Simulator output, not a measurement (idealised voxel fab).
The following is a process module called voxel released beams.
FYI the section here is cut, 250 nm wide, cells are 5 nm squares.
Think of the cross-section as a grid of square cells. We describe it in bands, top to bottom, and each band covers one or more rows of those cells. Per band: top height and bottom height in nm, followed by the left-to-right materials and their widths in nm; "full width" marks a single material spanning edge to edge, "blank" marks empty space. The reference from which all heights are counted is 0, the level beneath which the as-received wafer is entirely one material; the lowest band, having no lower bound, proceeds downward and is written after the example "from 0 down". Width spec "30->40" -> top row of cells at first value, bottom row at second value, equal per-row change in between. For the purposes of this document, the phrase "nothing changed" attached to a step denotes that no cell within the cross-section was modified by that step. "Unvented voids" means: voids of 8 cells or more that are shut off from the top with no open way through. Written width x height at distance, distance from the left edge, in nm. That trailing text on a step's line, after the settings, is the simulator's own remark on the step. On any step carrying a mask, the "overlay nm" setting, if present on the step's line, tells how far right of its planned place the mask lay; negative values point to the left.
THE STEPS PLANNED FOR THE PROCESS ARE AS FOLLOWS
| 1 | RECEIVE, material Si |
| 2 | CONFORMAL_DEP, material Al2O3, thk nm 10 |
| 3 | DIRECTIONAL_DEP, material SiO2, thk nm 15 |
| 4 | DIRECTIONAL_DEP, material aC, thk nm 15 |
| 5 | PATTERN, tone open, mask id ANCHOR, material resist, width nm 35, thk nm 35, overlay nm 0 |
| 6 | DIRECTIONAL_ETCH, etch materials aC, depth nm 15 |
| 7 | STRIP, etch materials resist |
| 8 | DIRECTIONAL_ETCH, etch materials SiO2, depth nm 15 |
| 9 | STRIP, etch materials aC |
| 10 | CONFORMAL_DEP, material W, thk nm 10 |
| 11 | DIRECTIONAL_DEP, material aC, thk nm 10 |
| 12 | PATTERN, tone cover, mask id BEAM, material resist, width nm 95, thk nm 25, overlay nm 0 |
| 13 | DIRECTIONAL_ETCH, etch materials aC, depth nm 10 |
| 14 | STRIP, etch materials resist |
| 15 | DIRECTIONAL_ETCH, etch materials W, depth nm 5 |
| 16 | STRIP, etch materials aC |
| 17 | STRIP, etch materials SiO2 |
The wafers are alike at the start. At step 15, their depth nm differs. The plan lists the first wafer's value.
SECTIONAL VIEW: FIRST OF SEVERAL WAFERS, AS RECEIVED, AFTER STEP 1
* from 0 down: Si full width
* Unvented voids: none
WHAT FOLLOWS IS A TABLE IN WHICH EACH WAFER OCCUPIES A ROW; FOR THE WAFER AS IT STANDS AT THE CLOSE OF THE MODULE, THE ROW STATES, MATERIAL BY MATERIAL, HOW MANY CELLS HAVE BEEN GAINED (+) OR LOST (-) SINCE RECEIPT, AND THEN GIVES ITS CLOSED VOIDS
depth nm 5; +100 Al2O3; +129 SiO2; +81 W; Unvented voids: none
depth nm 10; +100 Al2O3; +50 W; Unvented voids: none
depth nm 15; +100 Al2O3; +50 W; Unvented voids: none
depth nm 20; +100 Al2O3; +50 W; Unvented voids: none
depth nm 25; +100 Al2O3; +50 W; Unvented voids: none
